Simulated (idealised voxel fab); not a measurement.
process module | voxel plated lines
It is cross-section cut that appears here, measuring 225 nm in width, its square cells being 5 nm in size.
The cross-sections in this document take the form of a grid made of square cells. They are written out as bands, in order from top to bottom. Each band consists of one or more rows of cells.
Heights first: top, then bottom, in nm. Then materials, left to right, each with a width in nm. "all across" on a single material: fills the band edge to edge. "blank": empty space.
Ref level 0: as-received wafer is one material below here. Bottom band extends down with no lower bound ("from 0 down").
The expression "30 to 40" gives the width at the extremes of the band, the first number at its top row of cells and the second at its bottom row, with the width changing by equal amounts from each row to the next in between.
"no change" for a step: no cell of the cross-section changed in that step.
Closed-off voids of 8+ cells (no open route to the top) go in "Trapped cavities", written width x height at distance from the left edge, in nm.
Heads up: the bit after the settings on a step's line is the simulator's remark on that step.
The setting "overlay nm" may be written on the line of a step. When the step uses a mask, the value reports how far to the right of the planned place the mask lay, and a negative value reports that it lay to the left.

# Listed below are the process steps as planned
| 1 | RECEIVE | material Si |
| 2 | CONFORMAL_DEP | material Al2O3 | thk nm 15 |
| 3 | DIRECTIONAL_DEP | material TiN | thk nm 5 |
| 4 | PATTERN | tone open | mask id LINES | material resist | width nm 20 | pitch nm 45 | thk nm 30 | overlay nm 0 |
| 5 | EPI | material Ru | thk nm 5 |
| 6 | EPI | material Ru | thk nm 10 |
| 7 | STRIP | etch materials resist |
| 8 | DIRECTIONAL_ETCH | etch materials TiN | depth nm 5 |
| 9 | CONFORMAL_DEP | material SiN | thk nm 5 |

# Delivered wafer in cross-section: state after step 1
from 0 down | Si all across
Trapped cavities: none

# The first of the two wafers as seen in cross-section once the module was finished; processing followed the plan
from 40 to 35 | 30 of blank; 30 of SiN; 15 of blank; 30 of SiN; 15 of blank; 30 of SiN; 15 of blank; 30 of SiN; 30 of blank
from 35 to 20 | 30 of blank; 5 of SiN; 20 of Ru; 5 of SiN; 15 of blank; 5 of SiN; 20 of Ru; 5 of SiN; 15 of blank; 5 of SiN; 20 of Ru; 5 of SiN; 15 of blank; 5 of SiN; 20 of Ru; 5 of SiN; 30 of blank
from 20 to 15 | 35 of SiN; 20 of TiN; 25 of SiN; 20 of TiN; 25 of SiN; 20 of TiN; 25 of SiN; 20 of TiN; 35 of SiN
from 15 to 0 | Al2O3 all across
from 0 down | Si all across
Trapped cavities: none

# Second wafer of the two, sectioned at the end of the module. It began like the first and followed the same plan, but one mistake was made while running it
from 25 to 20 | 30 of blank; 30 of SiN; 15 of blank; 30 of SiN; 15 of blank; 30 of SiN; 15 of blank; 30 of SiN; 30 of blank
from 20 to 5 | 30 of blank; 5 of SiN; 20 of Ru; 5 of SiN; 15 of blank; 5 of SiN; 20 of Ru; 5 of SiN; 15 of blank; 5 of SiN; 20 of Ru; 5 of SiN; 15 of blank; 5 of SiN; 20 of Ru; 5 of SiN; 30 of blank
from 5 to 0 | 35 of SiN; 20 of TiN; 25 of SiN; 20 of TiN; 25 of SiN; 20 of TiN; 25 of SiN; 20 of TiN; 35 of SiN
from 0 down | Si all across
Trapped cavities: none
Deviation from plan: step 2 of the plan got skipped, so it never ran
Upon completion, the second wafer contains, in terms of cells, a greater or smaller amount of certain materials than the first wafer: Al2O3 -135
